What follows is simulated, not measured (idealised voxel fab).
process module | voxel wiring stack
cross-section cut | 230 nm wide | cells 5 nm
A cross-section is a grid of square cells, given in bands from the top down. A band is one or more rows of cells.
Each band's line starts with the height of the band's top and of its bottom, in nm. Then come its materials from left to right, each with its width in nm. One material with "throughout" fills the band from edge to edge. "air" is empty space.
Height 0 is the level under which the wafer as received is all one material. The lowest band goes on downwards, as in "0 down".
A width such as "30 to 40" changes by the same amount from each row of cells to the next, from the band's top row to its bottom row.
"no change" after a step means that no cell of the cross-section changed.
closed voids: empty space of 8 cells or more with no open way to the top, each as width x height at its distance from the left edge, in nm
after a step's settings: what the simulator itself notes on the step
overlay nm, on a step with a mask: how far to the right of its planned place the mask lay; to the left if negative
plan
1 op RECEIVE | material Si
2 op CONFORMAL_DEP | material SiO2 | thk nm 10
3 op CONFORMAL_DEP | material SiCN | thk nm 5
4 op DIRECTIONAL_DEP | material lowk | thk nm 25
5 op DIRECTIONAL_DEP | material aC | thk nm 10
6 op PATTERN | tone open | mask id METAL_1 | material resist | width nm 30 | pitch nm 45 | thk nm 25 | overlay nm 0
7 op DIRECTIONAL_ETCH | etch materials aC | depth nm 10
8 op STRIP | etch materials resist
9 op DIRECTIONAL_ETCH | etch materials lowk | depth nm 25
10 op DIRECTIONAL_ETCH | etch materials SiCN | depth nm 5
11 op STRIP | etch materials aC
12 op CONFORMAL_DEP | material TiN | thk nm 5
13 op FILL_DEP | material Cu | thk nm 5
14 op CMP | height nm 40
15 op CONFORMAL_DEP | material SiCN | thk nm 5
16 op DIRECTIONAL_DEP | material SiO2 | thk nm 30
17 op MASKED_ETCH | tone open | mask id METAL_2 | width nm 30 | pitch nm 45 | etch materials SiO2 | depth nm 20 | overlay nm 0
18 op DIRECTIONAL_DEP | material aC | thk nm 15
19 op PATTERN | tone open | mask id METAL_2_HOLES | material resist | width nm 15 | pitch nm 45 | thk nm 30 | overlay nm 0
20 op DIRECTIONAL_ETCH | etch materials aC | depth nm 15
21 op STRIP | etch materials resist
22 op DIRECTIONAL_ETCH | etch materials SiO2 | depth nm 10
23 op DIRECTIONAL_ETCH | etch materials SiCN | depth nm 5
24 op STRIP | etch materials aC
25 op CONFORMAL_DEP | material TiN | thk nm 5
26 op FILL_DEP | material Cu | thk nm 10
27 op CMP | height nm 75
28 op CONFORMAL_DEP | material SiCN | thk nm 5
29 op DIRECTIONAL_DEP | material lowk | thk nm 30
30 op MASKED_ETCH | tone open | mask id METAL_3 | width nm 30 | pitch nm 45 | etch materials lowk | depth nm 20 | overlay nm 0
31 op DIRECTIONAL_DEP | material aC | thk nm 15
32 op PATTERN | tone open | mask id METAL_3_HOLES | material resist | width nm 15 | pitch nm 45 | thk nm 30 | overlay nm 0
33 op DIRECTIONAL_ETCH | etch materials aC | depth nm 15
34 op STRIP | etch materials resist
35 op DIRECTIONAL_ETCH | etch materials lowk | depth nm 10
36 op DIRECTIONAL_ETCH | etch materials SiCN | depth nm 5
37 op STRIP | etch materials aC
38 op CONFORMAL_DEP | material TiN | thk nm 5
39 op FILL_DEP | material Ru | thk nm 5
40 op CMP | height nm 110
41 op CONFORMAL_DEP | material SiCN | thk nm 5
as received, after step 1
  0 down: Si throughout
  closed voids: none
a wafer at the end: this start, this plan, one mistake
  115 to 110: SiCN throughout
  110 to 95: lowk 30 | TiN 5 | Ru 20 | TiN 5 | lowk 15 | TiN 5 | Ru 20 | TiN 5 | lowk 15 | TiN 5 | Ru 20 | TiN 5 | lowk 15 | TiN 5 | Ru 20 | TiN 5 | lowk 35
  95 to 90: lowk 30 | TiN 5 | Ru 5 | TiN 20 | lowk 15 | TiN 5 | Ru 5 | TiN 20 | lowk 15 | TiN 5 | Ru 5 | TiN 20 | lowk 15 | TiN 5 | Ru 5 | TiN 20 | lowk 35
  90 to 80: lowk 30 | TiN 5 | Ru 5 | TiN 5 | lowk 30 | TiN 5 | Ru 5 | TiN 5 | lowk 30 | TiN 5 | Ru 5 | TiN 5 | lowk 30 | TiN 5 | Ru 5 | TiN 5 | lowk 50
  80 to 75: SiCN 30 | TiN 15 | SiCN 30 | TiN 15 | SiCN 30 | TiN 15 | SiCN 30 | TiN 15 | SiCN 50
  75 to 55: SiO2 30 | TiN 5 | Cu 20 | TiN 5 | SiO2 15 | TiN 5 | Cu 20 | TiN 5 | SiO2 15 | TiN 5 | Cu 20 | TiN 5 | SiO2 15 | TiN 5 | Cu 20 | TiN 5 | SiO2 35
  55 to 45: SiO2 30 | TiN 5 | Cu 5 | TiN 20 to 5 | SiO2 15 to 30 | TiN 5 | Cu 5 | TiN 20 to 5 | SiO2 15 to 30 | TiN 5 | Cu 5 | TiN 20 to 5 | SiO2 15 to 30 | TiN 5 | Cu 5 | TiN 20 to 5 | SiO2 35 to 50
  45 to 40: SiCN 30 | TiN 15 | SiCN 30 | TiN 15 | SiCN 30 | TiN 15 | SiCN 30 | TiN 15 | SiCN 50
  40 to 15: lowk 30 | TiN 5 | Cu 20 | TiN 5 | lowk 15 | TiN 5 | Cu 20 | TiN 5 | lowk 15 | TiN 5 | Cu 20 | TiN 5 | lowk 15 | TiN 5 | Cu 20 | TiN 5 | lowk 35
  15 to 10: SiCN 30 | TiN 30 | SiCN 15 | TiN 30 | SiCN 15 | TiN 30 | SiCN 15 | TiN 30 | SiCN 35
  10 to 0: SiO2 throughout
  0 down: Si throughout
  closed voids: none
what went wrong: step 17 ran as: op MASKED_ETCH | tone open | mask id METAL_2 | width nm 30 | pitch nm 45 | etch materials SiO2 | depth nm 25 | overlay nm 0
